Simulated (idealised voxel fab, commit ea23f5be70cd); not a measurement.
process module | voxel ribs on slabs
cross-section cut | 250 nm wide | cells 5 nm
A cross-section is a grid of square cells, given in bands from the top down. A band is one or more rows of cells.
Each band's line starts with the height of the band's top and of its bottom, in nm. Then come its materials from left to right, each with its width in nm. One material with "throughout" fills the band from edge to edge. "air" is empty space.
Height 0 is the level under which the wafer as received is all one material. The lowest band goes on downwards, as in "0 down".
A width such as "30 to 40" changes by the same amount from each row of cells to the next, from the band's top row to its bottom row.
"no change" after a step means that no cell of the cross-section changed.
closed voids: empty space of 8 cells or more with no open way to the top, each as width x height at its distance from the left edge, in nm
after a step's settings: what the simulator itself notes on the step
overlay nm, on a step with a mask: how far to the right of its planned place the mask lay; to the left if negative
Each pair below shows a cross-section before one step and the cross-section after it, down to the lowest band that changed. The line under each pair gives the step between them, with its settings. The pairs can come from different runs of this module on the same starting wafer, so a pair continues from the pair above only where its "before" says so.
before
  0 down: Si throughout
  closed voids: none
after
  25 to 0: SiO2 throughout
  below 0: unchanged
  closed voids: none
the step between: op DIRECTIONAL_DEP | material SiO2 | thk nm 25
before: the cross-section after the pair above
after
  50 to 25: SiN throughout
  below 25: unchanged
  closed voids: none
the step between: op DIRECTIONAL_DEP | material SiN | thk nm 25
before: the cross-section after the pair above
after
  50 to 30: air 115 | SiN 15 | air 120
  below 30: unchanged
  closed voids: none
the step between: op MASKED_ETCH | tone cover | mask id RIB | width nm 15 | etch materials SiN | depth nm 20 | overlay nm 0
before: the cross-section after the pair above
after
  60 to 50: air 115 | aC 15 | air 120
  50 to 40: air 115 | SiN 15 | air 120
  40 to 30: aC 115 | SiN 15 | aC 120
  below 30: unchanged
  closed voids: none
the step between: op DIRECTIONAL_DEP | material aC | thk nm 10
before: the cross-section after the pair above
after
  85 to 60: air 95 | resist 55 | air 100
  60 to 50: air 95 | resist 20 | aC 15 | resist 20 | air 100
  50 to 40: air 95 | resist 20 | SiN 15 | resist 20 | air 100
  below 40: unchanged
  closed voids: none
the step between: op PATTERN | tone cover | mask id SLAB | material resist | width nm 55 | thk nm 25 | overlay nm 0
before: the cross-section after the pair above
after
  75 to 60: air 95 | resist 55 | air 100
  60 to 50: air 95 | resist 20 | aC 15 | resist 20 | air 100
  50 to 40: air 95 | resist 20 | SiN 15 | resist 20 | air 100
  40 to 30: air 95 | aC 20 | SiN 15 | aC 20 | air 100
  below 30: unchanged
  closed voids: none
the step between: op DIRECTIONAL_ETCH | etch materials aC | depth nm 10
before: the cross-section after the pair above
after
  60 to 50: air 115 | aC 15 | air 120
  50 to 40: air 115 | SiN 15 | air 120
  below 40: unchanged
  closed voids: none
the step between: op STRIP | etch materials resist
before: the cross-section after the pair above
after
  60 to 50: air 115 | aC 15 | air 120
  50 to 40: air 115 | SiN 15 | air 120
  40 to 30: air 95 | aC 20 | SiN 15 | aC 20 | air 100
  30 to 25: air 95 | SiN 55 | air 100
  below 25: unchanged
  closed voids: none
the step between: op DIRECTIONAL_ETCH | etch materials SiN | depth nm 5
before: the cross-section after the pair above
after
  50 to 30: air 115 | SiN 15 | air 120
  below 30: unchanged
  closed voids: none
the step between: op STRIP | etch materials aC
before: the cross-section after the pair above
after
  75 to 50: SiO2 throughout
  50 to 30: SiO2 115 | SiN 15 | SiO2 120
  30 to 25: SiO2 95 | SiN 55 | SiO2 100
  below 25: unchanged
  closed voids: none
the step between: op FILL_DEP | material SiO2 | thk nm 25
before: the cross-section after the pair above
after
  65 to 50: SiO2 throughout
  below 50: unchanged
  closed voids: none
the step between: op CMP | height nm 65
before: the cross-section after the pair above
after
  75 to 65: TiN throughout
  below 65: unchanged
  closed voids: none
the step between: op DIRECTIONAL_DEP | material TiN | thk nm 10
before: the cross-section after the pair above
after
  75 to 65: air 110 | TiN 25 | air 115
  below 65: unchanged
  closed voids: none
the step between: op MASKED_ETCH | tone cover | mask id HEATER | width nm 25 | etch materials TiN | depth nm 10 | overlay nm 0
before: the cross-section after the pair above
after
  80 to 75: air 105 | SiN 35 | air 110
  75 to 70: air 105 | SiN 5 | TiN 25 | SiN 5 | air 110
  70 to 65: SiN 110 | TiN 25 | SiN 115
  below 65: unchanged
  closed voids: none
the step between: op CONFORMAL_DEP | material SiN | thk nm 5
before
  25 to 0: SiO2 throughout
  0 down: Si throughout
  closed voids: none
after
  50 to 0: SiO2 throughout
  below 0: unchanged
  closed voids: none
the step between: op DIRECTIONAL_DEP | material SiO2 | thk nm 25
before: the cross-section after the pair above
after
  75 to 50: SiN throughout
  below 50: unchanged
  closed voids: none
the step between: op DIRECTIONAL_DEP | material SiN | thk nm 25
before: the cross-section after the pair above
after
  75 to 55: air 115 | SiN 15 | air 120
  below 55: unchanged
  closed voids: none
the step between: op MASKED_ETCH | tone cover | mask id RIB | width nm 15 | etch materials SiN | depth nm 20 | overlay nm 0
before: the cross-section after the pair above
after
  85 to 75: air 115 | aC 15 | air 120
  75 to 65: air 115 | SiN 15 | air 120
  65 to 55: aC 115 | SiN 15 | aC 120
  below 55: unchanged
  closed voids: none
the step between: op DIRECTIONAL_DEP | material aC | thk nm 10
before: the cross-section after the pair above
after
  110 to 85: air 95 | resist 55 | air 100
  85 to 75: air 95 | resist 20 | aC 15 | resist 20 | air 100
  75 to 65: air 95 | resist 20 | SiN 15 | resist 20 | air 100
  below 65: unchanged
  closed voids: none
the step between: op PATTERN | tone cover | mask id SLAB | material resist | width nm 55 | thk nm 25 | overlay nm 0
before: the cross-section after the pair above
after
  100 to 85: air 95 | resist 55 | air 100
  85 to 75: air 95 | resist 20 | aC 15 | resist 20 | air 100
  75 to 65: air 95 | resist 20 | SiN 15 | resist 20 | air 100
  65 to 55: air 95 | aC 20 | SiN 15 | aC 20 | air 100
  below 55: unchanged
  closed voids: none
the step between: op DIRECTIONAL_ETCH | etch materials aC | depth nm 10
before: the cross-section after the pair above
after
  85 to 75: air 115 | aC 15 | air 120
  75 to 65: air 115 | SiN 15 | air 120
  below 65: unchanged
  closed voids: none
the step between: op STRIP | etch materials resist
before: the cross-section after the pair above
after
  85 to 75: air 115 | aC 15 | air 120
  75 to 65: air 115 | SiN 15 | air 120
  65 to 55: air 95 | aC 20 | SiN 15 | aC 20 | air 100
  55 to 50: air 95 | SiN 55 | air 100
  below 50: unchanged
  closed voids: none
the step between: op DIRECTIONAL_ETCH | etch materials SiN | depth nm 5
before: the cross-section after the pair above
after
  75 to 55: air 115 | SiN 15 | air 120
  below 55: unchanged
  closed voids: none
the step between: op STRIP | etch materials aC
before: the cross-section after the pair above
after
  100 to 75: SiO2 throughout
  75 to 55: SiO2 115 | SiN 15 | SiO2 120
  55 to 50: SiO2 95 | SiN 55 | SiO2 100
  below 50: unchanged
  closed voids: none
the step between: op FILL_DEP | material SiO2 | thk nm 25
before: the cross-section after the pair above
after
  65 to 55: SiO2 115 | SiN 15 | SiO2 120
  below 55: unchanged
  closed voids: none
the step between: op CMP | height nm 65
before: the cross-section after the pair above
after
  75 to 65: TiN throughout
  below 65: unchanged
  closed voids: none
the step between: op DIRECTIONAL_DEP | material TiN | thk nm 10
before: the cross-section after the pair above
after
  75 to 65: air 110 | TiN 25 | air 115
  below 65: unchanged
  closed voids: none
the step between: op MASKED_ETCH | tone cover | mask id HEATER | width nm 25 | etch materials TiN | depth nm 10 | overlay nm 0
before: the cross-section after the pair above
after
  80 to 75: air 105 | SiN 35 | air 110
  75 to 70: air 105 | SiN 5 | TiN 25 | SiN 5 | air 110
  70 to 65: SiN 110 | TiN 25 | SiN 115
  below 65: unchanged
  closed voids: none
the step between: op CONFORMAL_DEP | material SiN | thk nm 5
before
  0 down: Si throughout
  closed voids: none
after
  25 to 0: SiN throughout
  below 0: unchanged
  closed voids: none
the step between: op DIRECTIONAL_DEP | material SiN | thk nm 25
before: the cross-section after the pair above
after
  50 to 25: SiO2 throughout
  below 25: unchanged
  closed voids: none
the step between: op DIRECTIONAL_DEP | material SiO2 | thk nm 25
before: the cross-section after the pair above
after
  60 to 50: aC throughout
  below 50: unchanged
  closed voids: none
the step between: op DIRECTIONAL_DEP | material aC | thk nm 10
before: the cross-section after the pair above
after
  85 to 60: air 95 | resist 55 | air 100
  below 60: unchanged
  closed voids: none
the step between: op PATTERN | tone cover | mask id SLAB | material resist | width nm 55 | thk nm 25 | overlay nm 0
before: the cross-section after the pair above
after
  75 to 60: air 95 | resist 55 | air 100
  60 to 50: air 95 | aC 55 | air 100
  below 50: unchanged
  closed voids: none
the step between: op DIRECTIONAL_ETCH | etch materials aC | depth nm 10
before: the cross-section after the pair above
after
  60 to 50: air 95 | aC 55 | air 100
  below 50: unchanged
  closed voids: none
the step between: op STRIP | etch materials resist
before: the cross-section after the pair above
after
  50 to 25: SiO2 throughout
  below 25: unchanged
  closed voids: none
the step between: op STRIP | etch materials aC
before: the cross-section after the pair above
after
  75 to 25: SiO2 throughout
  below 25: unchanged
  closed voids: none
the step between: op FILL_DEP | material SiO2 | thk nm 25
before: the cross-section after the pair above
after
  65 to 25: SiO2 throughout
  below 25: unchanged
  closed voids: none
the step between: op CMP | height nm 65
before: the cross-section after the pair above
after
  75 to 65: TiN throughout
  below 65: unchanged
  closed voids: none
the step between: op DIRECTIONAL_DEP | material TiN | thk nm 10
before: the cross-section after the pair above
after
  75 to 65: air 110 | TiN 25 | air 115
  below 65: unchanged
  closed voids: none
the step between: op MASKED_ETCH | tone cover | mask id HEATER | width nm 25 | etch materials TiN | depth nm 10 | overlay nm 0
before: the cross-section after the pair above
after
  80 to 75: air 105 | SiN 35 | air 110
  75 to 70: air 105 | SiN 5 | TiN 25 | SiN 5 | air 110
  70 to 65: SiN 110 | TiN 25 | SiN 115
  below 65: unchanged
  closed voids: none
the step between: op CONFORMAL_DEP | material SiN | thk nm 5
before
  0 down: Si throughout
  closed voids: none
after
  15 to 0: SiO2 throughout
  below 0: unchanged
  closed voids: none
the step between: op DIRECTIONAL_DEP | material SiO2 | thk nm 15
before: the cross-section after the pair above
after
  40 to 15: SiN throughout
  below 15: unchanged
  closed voids: none
the step between: op DIRECTIONAL_DEP | material SiN | thk nm 25
before: the cross-section after the pair above
after
  40 to 20: air 115 | SiN 15 | air 120
  below 20: unchanged
  closed voids: none
the step between: op MASKED_ETCH | tone cover | mask id RIB | width nm 15 | etch materials SiN | depth nm 20 | overlay nm 0
before: the cross-section after the pair above
after
  50 to 40: air 115 | aC 15 | air 120
  40 to 30: air 115 | SiN 15 | air 120
  30 to 20: aC 115 | SiN 15 | aC 120
  below 20: unchanged
  closed voids: none
the step between: op DIRECTIONAL_DEP | material aC | thk nm 10
before: the cross-section after the pair above
after
  75 to 50: air 95 | resist 55 | air 100
  50 to 40: air 95 | resist 20 | aC 15 | resist 20 | air 100
  40 to 30: air 95 | resist 20 | SiN 15 | resist 20 | air 100
  below 30: unchanged
  closed voids: none
the step between: op PATTERN | tone cover | mask id SLAB | material resist | width nm 55 | thk nm 25 | overlay nm 0
before: the cross-section after the pair above
after
  65 to 50: air 95 | resist 55 | air 100
  50 to 40: air 95 | resist 20 | aC 15 | resist 20 | air 100
  40 to 30: air 95 | resist 20 | SiN 15 | resist 20 | air 100
  30 to 20: air 95 | aC 20 | SiN 15 | aC 20 | air 100
  below 20: unchanged
  closed voids: none
the step between: op DIRECTIONAL_ETCH | etch materials aC | depth nm 10
before: the cross-section after the pair above
after
  50 to 40: air 115 | aC 15 | air 120
  40 to 30: air 115 | SiN 15 | air 120
  below 30: unchanged
  closed voids: none
the step between: op STRIP | etch materials resist
before: the cross-section after the pair above
after
  50 to 40: air 115 | aC 15 | air 120
  40 to 30: air 115 | SiN 15 | air 120
  30 to 20: air 95 | aC 20 | SiN 15 | aC 20 | air 100
  20 to 15: air 95 | SiN 55 | air 100
  below 15: unchanged
  closed voids: none
the step between: op DIRECTIONAL_ETCH | etch materials SiN | depth nm 5
before: the cross-section after the pair above
after
  40 to 20: air 115 | SiN 15 | air 120
  below 20: unchanged
  closed voids: none
the step between: op STRIP | etch materials aC
before: the cross-section after the pair above
after
  65 to 40: SiO2 throughout
  40 to 20: SiO2 115 | SiN 15 | SiO2 120
  20 to 15: SiO2 95 | SiN 55 | SiO2 100
  below 15: unchanged
  closed voids: none
the step between: op FILL_DEP | material SiO2 | thk nm 25
before: the cross-section after the pair above
after
  75 to 65: TiN throughout
  below 65: unchanged
  closed voids: none
the step between: op DIRECTIONAL_DEP | material TiN | thk nm 10
before: the cross-section after the pair above
after
  75 to 65: air 110 | TiN 25 | air 115
  below 65: unchanged
  closed voids: none
the step between: op MASKED_ETCH | tone cover | mask id HEATER | width nm 25 | etch materials TiN | depth nm 10 | overlay nm 0
before: the cross-section after the pair above
after
  80 to 75: air 105 | SiN 35 | air 110
  75 to 70: air 105 | SiN 5 | TiN 25 | SiN 5 | air 110
  70 to 65: SiN 110 | TiN 25 | SiN 115
  below 65: unchanged
  closed voids: none
the step between: op CONFORMAL_DEP | material SiN | thk nm 5
before
  50 to 25: SiN throughout
  25 to 0: SiO2 throughout
  0 down: Si throughout
  closed voids: none
after
  50 to 30: air 115 | SiN 20 | air 115
  below 30: unchanged
  closed voids: none
the step between: op MASKED_ETCH | tone cover | mask id RIB | width nm 20 | etch materials SiN | depth nm 20 | overlay nm 0
before: the cross-section after the pair above
after
  60 to 50: air 115 | aC 20 | air 115
  50 to 40: air 115 | SiN 20 | air 115
  40 to 30: aC 115 | SiN 20 | aC 115
  below 30: unchanged
  closed voids: none
the step between: op DIRECTIONAL_DEP | material aC | thk nm 10
before: the cross-section after the pair above
after
  85 to 60: air 95 | resist 55 | air 100
  60 to 50: air 95 | resist 20 | aC 20 | resist 15 | air 100
  50 to 40: air 95 | resist 20 | SiN 20 | resist 15 | air 100
  below 40: unchanged
  closed voids: none
the step between: op PATTERN | tone cover | mask id SLAB | material resist | width nm 55 | thk nm 25 | overlay nm 0
before: the cross-section after the pair above
after
  75 to 60: air 95 | resist 55 | air 100
  60 to 50: air 95 | resist 20 | aC 20 | resist 15 | air 100
  50 to 40: air 95 | resist 20 | SiN 20 | resist 15 | air 100
  40 to 30: air 95 | aC 20 | SiN 20 | aC 15 | air 100
  below 30: unchanged
  closed voids: none
the step between: op DIRECTIONAL_ETCH | etch materials aC | depth nm 10
before: the cross-section after the pair above
after
  60 to 50: air 115 | aC 20 | air 115
  50 to 40: air 115 | SiN 20 | air 115
  below 40: unchanged
  closed voids: none
the step between: op STRIP | etch materials resist
before: the cross-section after the pair above
after
  60 to 50: air 115 | aC 20 | air 115
  50 to 40: air 115 | SiN 20 | air 115
  40 to 30: air 95 | aC 20 | SiN 20 | aC 15 | air 100
  30 to 25: air 95 | SiN 55 | air 100
  below 25: unchanged
  closed voids: none
the step between: op DIRECTIONAL_ETCH | etch materials SiN | depth nm 5
before: the cross-section after the pair above
after
  50 to 30: air 115 | SiN 20 | air 115
  below 30: unchanged
  closed voids: none
the step between: op STRIP | etch materials aC
before: the cross-section after the pair above
after
  75 to 50: SiO2 throughout
  50 to 30: SiO2 115 | SiN 20 | SiO2 115
  30 to 25: SiO2 95 | SiN 55 | SiO2 100
  below 25: unchanged
  closed voids: none
the step between: op FILL_DEP | material SiO2 | thk nm 25
before: the cross-section after the pair above
after
  65 to 50: SiO2 throughout
  below 50: unchanged
  closed voids: none
the step between: op CMP | height nm 65
before: the cross-section after the pair above
after
  75 to 65: TiN throughout
  below 65: unchanged
  closed voids: none
the step between: op DIRECTIONAL_DEP | material TiN | thk nm 10
before: the cross-section after the pair above
after
  75 to 65: air 110 | TiN 25 | air 115
  below 65: unchanged
  closed voids: none
the step between: op MASKED_ETCH | tone cover | mask id HEATER | width nm 25 | etch materials TiN | depth nm 10 | overlay nm 0
before: the cross-section after the pair above
after
  80 to 75: air 105 | SiN 35 | air 110
  75 to 70: air 105 | SiN 5 | TiN 25 | SiN 5 | air 110
  70 to 65: SiN 110 | TiN 25 | SiN 115
  below 65: unchanged
  closed voids: none
the step between: op CONFORMAL_DEP | material SiN | thk nm 5
before
  75 to 65: TiN throughout
  65 to 50: SiO2 throughout
  50 to 30: SiO2 115 | SiN 15 | SiO2 120
  30 to 25: SiO2 95 | SiN 55 | SiO2 100
  25 to 0: SiO2 throughout
  0 down: Si throughout
  closed voids: none
after
  75 to 65: air 100 | TiN 25 | air 125
  below 65: unchanged
  closed voids: none
the step between: op MASKED_ETCH | tone cover | mask id HEATER | width nm 25 | etch materials TiN | depth nm 10 | overlay nm -10
before: the cross-section after the pair above
after
  80 to 75: air 95 | SiN 35 | air 120
  75 to 70: air 95 | SiN 5 | TiN 25 | SiN 5 | air 120
  70 to 65: SiN 100 | TiN 25 | SiN 125
  below 65: unchanged
  closed voids: none
the step between: op CONFORMAL_DEP | material SiN | thk nm 5
before
  25 to 0: SiO2 throughout
  0 down: Si throughout
  closed voids: none
after
  50 to 25: TiN throughout
  below 25: unchanged
  closed voids: none
the step between: op DIRECTIONAL_DEP | material TiN | thk nm 25
before: the cross-section after the pair above
after
  60 to 50: aC throughout
  below 50: unchanged
  closed voids: none
the step between: op DIRECTIONAL_DEP | material aC | thk nm 10
before: the cross-section after the pair above
after
  85 to 60: air 95 | resist 55 | air 100
  below 60: unchanged
  closed voids: none
the step between: op PATTERN | tone cover | mask id SLAB | material resist | width nm 55 | thk nm 25 | overlay nm 0
before: the cross-section after the pair above
after
  75 to 60: air 95 | resist 55 | air 100
  60 to 50: air 95 | aC 55 | air 100
  below 50: unchanged
  closed voids: none
the step between: op DIRECTIONAL_ETCH | etch materials aC | depth nm 10
before: the cross-section after the pair above
after
  60 to 50: air 95 | aC 55 | air 100
  below 50: unchanged
  closed voids: none
the step between: op STRIP | etch materials resist
before: the cross-section after the pair above
after
  50 to 25: TiN throughout
  below 25: unchanged
  closed voids: none
the step between: op STRIP | etch materials aC
before: the cross-section after the pair above
after
  75 to 50: SiO2 throughout
  below 50: unchanged
  closed voids: none
the step between: op FILL_DEP | material SiO2 | thk nm 25
before: the cross-section after the pair above
after
  65 to 50: SiO2 throughout
  below 50: unchanged
  closed voids: none
the step between: op CMP | height nm 65
before: the cross-section after the pair above
after
  75 to 65: TiN throughout
  below 65: unchanged
  closed voids: none
the step between: op DIRECTIONAL_DEP | material TiN | thk nm 10
before: the cross-section after the pair above
after
  75 to 65: air 110 | TiN 25 | air 115
  below 65: unchanged
  closed voids: none
the step between: op MASKED_ETCH | tone cover | mask id HEATER | width nm 25 | etch materials TiN | depth nm 10 | overlay nm 0
before: the cross-section after the pair above
after
  80 to 75: air 105 | SiN 35 | air 110
  75 to 70: air 105 | SiN 5 | TiN 25 | SiN 5 | air 110
  70 to 65: SiN 110 | TiN 25 | SiN 115
  below 65: unchanged
  closed voids: none
the step between: op CONFORMAL_DEP | material SiN | thk nm 5
before
  75 to 65: TiN throughout
  65 to 50: SiO2 throughout
  50 to 30: SiO2 115 | SiN 15 | SiO2 120
  30 to 25: SiO2 95 | SiN 55 | SiO2 100
  25 to 0: SiO2 throughout
  0 down: Si throughout
  closed voids: none
after
  75 to 65: TiN 110 | air 25 | TiN 115
  below 65: unchanged
  closed voids: none
the step between: op MASKED_ETCH | tone open | mask id HEATER | width nm 25 | etch materials TiN | depth nm 10 | overlay nm 0
before: the cross-section after the pair above
after
  80 to 75: SiN 115 | air 15 | SiN 120
  75 to 70: TiN 110 | SiN 5 | air 15 | SiN 5 | TiN 115
  70 to 65: TiN 110 | SiN 25 | TiN 115
  below 65: unchanged
  closed voids: none
the step between: op CONFORMAL_DEP | material SiN | thk nm 5
